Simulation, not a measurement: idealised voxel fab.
The process module that follows is named voxel wiring stack.
For reference, the cross-section in this document is cut, with width 235 nm and square cells of 5 nm.
A cross-section is a grid of square cells, given in bands from the top down. A band is one or more rows of cells. First you get the band's top height and its bottom height, in nm, and then the materials it's made of, left to right, with each width in nm. If you see a single material with "throughout", that one covers the band edge to edge. "blank" is empty space. Zero point of the height axis is 0; under it, received wafer = one material. Lowest band: continues down indefinitely, "top 0, no bottom". The width entry "30 to 40" should be interpreted row by row: the top row of cells in the band takes the first number, the bottom row takes the second number, and the change between adjacent rows is uniform throughout. Take "nothing got changed" at face value: in the step it is given for, the cross-section changed in none of its cells. Entry "Closed void register" = empty spaces >= 8 cells with no open way to the top; each as width x height at distance, distance from left edge, all nm. Note: text after step settings on the step line = simulator remark on that step. The line of a step may include "overlay nm". On a step with a mask, this value is how far to the right of its planned place the mask lay. A negative value means the mask lay to the left. Pairs follow: section before one process step, section after it down to the lowest changed band, step with settings underneath. Pairs may come from different runs of this module on the same starting wafer; continuity with the pair above only as stated in the "Pre-step condition" entry.
# Pre-step condition
* top 140, bottom 120 | resist: 20 / blank: 25 / resist: 30 / blank: 25 / resist: 30 / blank: 25 / resist: 30 / blank: 25 / resist: 25
* top 120, bottom 95 | lowk: 20 / blank: 15 / lowk: 95 / blank: 15 / lowk: 90
* top 95, bottom 90 | SiCN throughout
* top 90, bottom 65 | SiO2: 20 / Ru: 25 / SiO2: 30 / Ru: 25 / SiO2: 30 / Ru: 25 / SiO2: 30 / Ru: 25 / SiO2: 25
* top 65, bottom 60 | SiO2: 20 / TiN: 25 / SiO2: 30 / TiN: 25 / SiO2: 30 / TiN: 25 / SiO2: 30 / TiN: 25 / SiO2: 25
* top 60, bottom 40 | Ru: 15 / TiN: 5 / SiO2: 15 / TiN: 5 / Ru: 85 / TiN: 5 / SiO2: 15 / TiN: 5 / Ru: 85
* top 40, bottom 35 | TiN: 20 / SiCN: 15 / TiN: 95 / SiCN: 15 / TiN: 90
* top 35, bottom 20 | lowk: 15 / SiN: 5 / W: 25 / SiN: 5 / lowk: 20 / SiN: 5 / W: 25 / SiN: 5 / lowk: 20 / SiN: 5 / W: 25 / SiN: 5 / lowk: 20 / SiN: 5 / W: 25 / SiN: 5 / lowk: 20
* top 20, bottom 15 | SiN: 20 / TiN: 25 / SiN: 30 / TiN: 25 / SiN: 30 / TiN: 25 / SiN: 30 / TiN: 25 / SiN: 25
* top 15, bottom 0 | SiO2 throughout
* top 0, no bottom | Si throughout
* Closed void register: none
# Cross-Section After Step
* top 140, bottom 120 | resist: 20 / blank: 25 / resist: 30 / blank: 25 / resist: 30 / blank: 25 / resist: 30 / blank: 25 / resist: 25
* top 120, bottom 105 | lowk: 20 / blank: 25 / lowk: 30 / blank: 25 / lowk: 30 / blank: 25 / lowk: 30 / blank: 25 / lowk: 25
* Heights below 105 show no change.
* Closed void register: none
In between the cross-sections above, the run called for DIRECTIONAL_ETCH (etch materials lowk; depth nm 15)
Pre-step condition: the pre-step structure is the one depicted after the step in the pair just above.
# Cross-Section After Step
* top 140, bottom 120 | resist: 20 / blank: 25 / resist: 30 / blank: 25 / resist: 30 / blank: 25 / resist: 30 / blank: 25 / resist: 25
* top 120, bottom 105 | lowk: 20 / blank: 25 / lowk: 30 / blank: 25 / lowk: 30 / blank: 25 / lowk: 30 / blank: 25 / lowk: 25
* top 105, bottom 95 | lowk: 20 / blank: 15 / lowk: 95 / blank: 15 / lowk: 90
* top 95, bottom 90 | SiCN: 20 / blank: 15 / SiCN: 95 / blank: 15 / SiCN: 90
* Heights below 90 show no change.
* Closed void register: none
In between the cross-sections above, the run called for DIRECTIONAL_ETCH (etch materials SiCN; depth nm 5)
Pre-step condition: the pre-step structure is the one depicted after the step in the pair just above.
# Cross-Section After Step
* top 120, bottom 105 | lowk: 20 / blank: 25 / lowk: 30 / blank: 25 / lowk: 30 / blank: 25 / lowk: 30 / blank: 25 / lowk: 25
* Heights below 105 show no change.
* Closed void register: none
In between the cross-sections above, the run called for STRIP (etch materials resist)
Pre-step condition: the pre-step structure is the one depicted after the step in the pair just above.
# Cross-Section After Step
* top 125, bottom 120 | TiN: 25 / blank: 15 / TiN: 40 / blank: 15 / TiN: 40 / blank: 15 / TiN: 40 / blank: 15 / TiN: 30
* top 120, bottom 110 | lowk: 20 / TiN: 5 / blank: 15 / TiN: 5 / lowk: 30 / TiN: 5 / blank: 15 / TiN: 5 / lowk: 30 / TiN: 5 / blank: 15 / TiN: 5 / lowk: 30 / TiN: 5 / blank: 15 / TiN: 5 / lowk: 25
* top 110, bottom 105 | lowk: 20 / TiN: 5 / blank: 5 / TiN: 15 / lowk: 30 / TiN: 25 / lowk: 30 / TiN: 5 / blank: 5 / TiN: 15 / lowk: 30 / TiN: 25 / lowk: 25
* top 105, bottom 95 | lowk: 20 / TiN: 5 / blank: 5 / TiN: 5 / lowk: 95 / TiN: 5 / blank: 5 / TiN: 5 / lowk: 90
* top 95, bottom 90 | SiCN: 20 / TiN: 15 / SiCN: 95 / TiN: 15 / SiCN: 90
* Heights below 90 show no change.
* Closed void register: none
In between the cross-sections above, the run called for CONFORMAL_DEP (material TiN; thk nm 5)
Pre-step condition: the pre-step structure is the one depicted after the step in the pair just above.
# Cross-Section After Step
* top 135, bottom 125 | Cu throughout
* top 125, bottom 120 | TiN: 25 / Cu: 15 / TiN: 40 / Cu: 15 / TiN: 40 / Cu: 15 / TiN: 40 / Cu: 15 / TiN: 30
* top 120, bottom 110 | lowk: 20 / TiN: 5 / Cu: 15 / TiN: 5 / lowk: 30 / TiN: 5 / Cu: 15 / TiN: 5 / lowk: 30 / TiN: 5 / Cu: 15 / TiN: 5 / lowk: 30 / TiN: 5 / Cu: 15 / TiN: 5 / lowk: 25
* top 110, bottom 105 | lowk: 20 / TiN: 5 / Cu: 5 / TiN: 15 / lowk: 30 / TiN: 25 / lowk: 30 / TiN: 5 / Cu: 5 / TiN: 15 / lowk: 30 / TiN: 25 / lowk: 25
* top 105, bottom 95 | lowk: 20 / TiN: 5 / Cu: 5 / TiN: 5 / lowk: 95 / TiN: 5 / Cu: 5 / TiN: 5 / lowk: 90
* Heights below 95 show no change.
* Closed void register: none
In between the cross-sections above, the run called for FILL_DEP (material Cu; thk nm 10)
Pre-step condition: the pre-step structure is the one depicted after the step in the pair just above.
# Cross-Section After Step
* top 120, bottom 110 | lowk: 20 / TiN: 5 / Cu: 15 / TiN: 5 / lowk: 30 / TiN: 5 / Cu: 15 / TiN: 5 / lowk: 30 / TiN: 5 / Cu: 15 / TiN: 5 / lowk: 30 / TiN: 5 / Cu: 15 / TiN: 5 / lowk: 25
* Heights below 110 show no change.
* Closed void register: none
In between the cross-sections above, the run called for CMP (height nm 120)
Pre-step condition: the pre-step structure is the one depicted after the step in the pair just above.
# Cross-Section After Step
* top 125, bottom 120 | SiCN throughout
* Heights below 120 show no change.
* Closed void register: none
In between the cross-sections above, the run called for CONFORMAL_DEP (material SiCN; thk nm 5)
Pre-step condition: the pre-step structure is the one depicted after the step in the pair just above.
# Cross-Section After Step
* top 140, bottom 125 | SiO2 throughout
* Heights below 125 show no change.
* Closed void register: none
In between the cross-sections above, the run called for DIRECTIONAL_DEP (material SiO2; thk nm 15)
Pre-step condition: the pre-step structure is the one depicted after the step in the pair just above.
# Cross-Section After Step
* top 160, bottom 140 | resist: 20 / blank: 15 / resist: 40 / blank: 15 / resist: 40 / blank: 15 / resist: 40 / blank: 15 / resist: 35
* Heights below 140 show no change.
* Closed void register: none
In between the cross-sections above, the run called for PATTERN (tone open; mask id PLUG_3; material resist; width nm 15; pitch nm 55; thk nm 20; overlay nm 0)
Pre-step condition: the pre-step structure is the one depicted after the step in the pair just above.
# Cross-Section After Step
* top 160, bottom 140 | resist: 20 / blank: 15 / resist: 40 / blank: 15 / resist: 40 / blank: 15 / resist: 40 / blank: 15 / resist: 35
* top 140, bottom 125 | SiO2: 20 / blank: 15 / SiO2: 40 / blank: 15 / SiO2: 40 / blank: 15 / SiO2: 40 / blank: 15 / SiO2: 35
* Heights below 125 show no change.
* Closed void register: none
In between the cross-sections above, the run called for DIRECTIONAL_ETCH (etch materials SiO2; depth nm 15)
Pre-step condition: the pre-step structure is the one depicted after the step in the pair just above.
# Cross-Section After Step
* top 160, bottom 140 | resist: 20 / blank: 15 / resist: 40 / blank: 15 / resist: 40 / blank: 15 / resist: 40 / blank: 15 / resist: 35
* top 140, bottom 125 | SiO2: 20 / blank: 15 / SiO2: 40 / blank: 15 / SiO2: 40 / blank: 15 / SiO2: 40 / blank: 15 / SiO2: 35
* top 125, bottom 120 | SiCN: 20 / blank: 15 / SiCN: 40 / blank: 15 / SiCN: 40 / blank: 15 / SiCN: 40 / blank: 15 / SiCN: 35
* Heights below 120 show no change.
* Closed void register: none
In between the cross-sections above, the run called for DIRECTIONAL_ETCH (etch materials SiCN; depth nm 5)
Pre-step condition: the pre-step structure is the one depicted after the step in the pair just above.
# Cross-Section After Step
* top 140, bottom 125 | SiO2: 20 / blank: 15 / SiO2: 40 / blank: 15 / SiO2: 40 / blank: 15 / SiO2: 40 / blank: 15 / SiO2: 35
* Heights below 125 show no change.
* Closed void register: none
In between the cross-sections above, the run called for STRIP (etch materials resist)
Pre-step condition: the pre-step structure is the one depicted after the step in the pair just above.
# Cross-Section After Step
* top 140, bottom 130 | SiO2: 20 / blank: 15 / SiO2: 40 / blank: 15 / SiO2: 40 / blank: 15 / SiO2: 40 / blank: 15 / SiO2: 35
* top 130, bottom 125 | SiO2: 20 / Ru: 15 / SiO2: 40 / Ru: 15 / SiO2: 40 / Ru: 15 / SiO2: 40 / Ru: 15 / SiO2: 35
* top 125, bottom 120 | SiCN: 20 / Ru: 15 / SiCN: 40 / Ru: 15 / SiCN: 40 / Ru: 15 / SiCN: 40 / Ru: 15 / SiCN: 35
* Heights below 120 show no change.
* Closed void register: none
In between the cross-sections above, the run called for EPI (material Ru; thk nm 10)
Pre-step condition: the pre-step structure is the one depicted after the step in the pair just above.
# Cross-Section After Step
* top 140, bottom 125 | SiO2: 20 / Ru: 15 / SiO2: 40 / Ru: 15 / SiO2: 40 / Ru: 15 / SiO2: 40 / Ru: 15 / SiO2: 35
* Heights below 125 show no change.
* Closed void register: none
In between the cross-sections above, the run called for EPI (material Ru; thk nm 10)
Pre-step condition: the pre-step structure is the one depicted after the step in the pair just above.
# Cross-Section After Step
* top 145, bottom 140 | SiCN throughout
* Heights below 140 show no change.
* Closed void register: none
In between the cross-sections above, the run called for CONFORMAL_DEP (material SiCN; thk nm 5)
Pre-step condition: the pre-step structure is the one depicted after the step in the pair just above.
# Cross-Section After Step
* top 160, bottom 145 | lowk throughout
* Heights below 145 show no change.
* Closed void register: none
In between the cross-sections above, the run called for DIRECTIONAL_DEP (material lowk; thk nm 15)
Pre-step condition: the pre-step structure is the one depicted after the step in the pair just above.
# Cross-Section After Step
* top 160, bottom 145 | lowk: 20 / blank: 25 / lowk: 30 / blank: 25 / lowk: 30 / blank: 25 / lowk: 30 / blank: 25 / lowk: 25
* Heights below 145 show no change.
* Closed void register: none
In between the cross-sections above, the run called for MASKED_ETCH (tone open; mask id METAL_4; width nm 25; pitch nm 55; etch materials lowk; depth nm 15; overlay nm 0)
Pre-step condition: the pre-step structure is the one depicted after the step in the pair just above.
# Cross-Section After Step
* top 160, bottom 145 | lowk: 20 / blank: 25 / lowk: 30 / blank: 25 / lowk: 30 / blank: 25 / lowk: 30 / blank: 25 / lowk: 25
* top 145, bottom 140 | SiCN: 20 / blank: 25 / SiCN: 30 / blank: 25 / SiCN: 30 / blank: 25 / SiCN: 30 / blank: 25 / SiCN: 25
* Heights below 140 show no change.
* Closed void register: none
In between the cross-sections above, the run called for MASKED_ETCH (tone open; mask id METAL_4; width nm 25; pitch nm 55; etch materials SiCN; depth nm 5; overlay nm 0)
Pre-step condition: the pre-step structure is the one depicted after the step in the pair just above.
# Cross-Section After Step
* top 165, bottom 160 | TiN: 25 / blank: 15 / TiN: 40 / blank: 15 / TiN: 40 / blank: 15 / TiN: 40 / blank: 15 / TiN: 30
* top 160, bottom 145 | lowk: 20 / TiN: 5 / blank: 15 / TiN: 5 / lowk: 30 / TiN: 5 / blank: 15 / TiN: 5 / lowk: 30 / TiN: 5 / blank: 15 / TiN: 5 / lowk: 30 / TiN: 5 / blank: 15 / TiN: 5 / lowk: 25
* top 145, bottom 140 | SiCN: 20 / TiN: 25 / SiCN: 30 / TiN: 25 / SiCN: 30 / TiN: 25 / SiCN: 30 / TiN: 25 / SiCN: 25
* Heights below 140 show no change.
* Closed void register: none
In between the cross-sections above, the run called for CONFORMAL_DEP (material TiN; thk nm 5)
Pre-step condition: the pre-step structure is the one depicted after the step in the pair just above.
# Cross-Section After Step
* top 175, bottom 165 | Cu throughout
* top 165, bottom 160 | TiN: 25 / Cu: 15 / TiN: 40 / Cu: 15 / TiN: 40 / Cu: 15 / TiN: 40 / Cu: 15 / TiN: 30
* top 160, bottom 145 | lowk: 20 / TiN: 5 / Cu: 15 / TiN: 5 / lowk: 30 / TiN: 5 / Cu: 15 / TiN: 5 / lowk: 30 / TiN: 5 / Cu: 15 / TiN: 5 / lowk: 30 / TiN: 5 / Cu: 15 / TiN: 5 / lowk: 25
* Heights below 145 show no change.
* Closed void register: none
In between the cross-sections above, the run called for FILL_DEP (material Cu; thk nm 10)
Pre-step condition: the pre-step structure is the one depicted after the step in the pair just above.
# Cross-Section After Step
* top 160, bottom 145 | lowk: 20 / TiN: 5 / Cu: 15 / TiN: 5 / lowk: 30 / TiN: 5 / Cu: 15 / TiN: 5 / lowk: 30 / TiN: 5 / Cu: 15 / TiN: 5 / lowk: 30 / TiN: 5 / Cu: 15 / TiN: 5 / lowk: 25
* Heights below 145 show no change.
* Closed void register: none
In between the cross-sections above, the run called for CMP (height nm 160)
Pre-step condition: the pre-step structure is the one depicted after the step in the pair just above.
# Cross-Section After Step
* top 165, bottom 160 | blank: 15 / Ru: 35 / blank: 20 / Ru: 35 / blank: 20 / Ru: 35 / blank: 20 / Ru: 35 / blank: 20
* Heights below 160 show no change.
* Closed void register: none
In between the cross-sections above, the run called for EPI (material Ru; thk nm 5)
Pre-step condition: the pre-step structure is the one depicted after the step in the pair just above.
# Cross-Section After Step
* top 170, bottom 165 | SiCN throughout
* top 165, bottom 160 | SiCN: 15 / Ru: 35 / SiCN: 20 / Ru: 35 / SiCN: 20 / Ru: 35 / SiCN: 20 / Ru: 35 / SiCN: 20
* Heights below 160 show no change.
* Closed void register: none
In between the cross-sections above, the run called for FILL_DEP (material SiCN; thk nm 5)
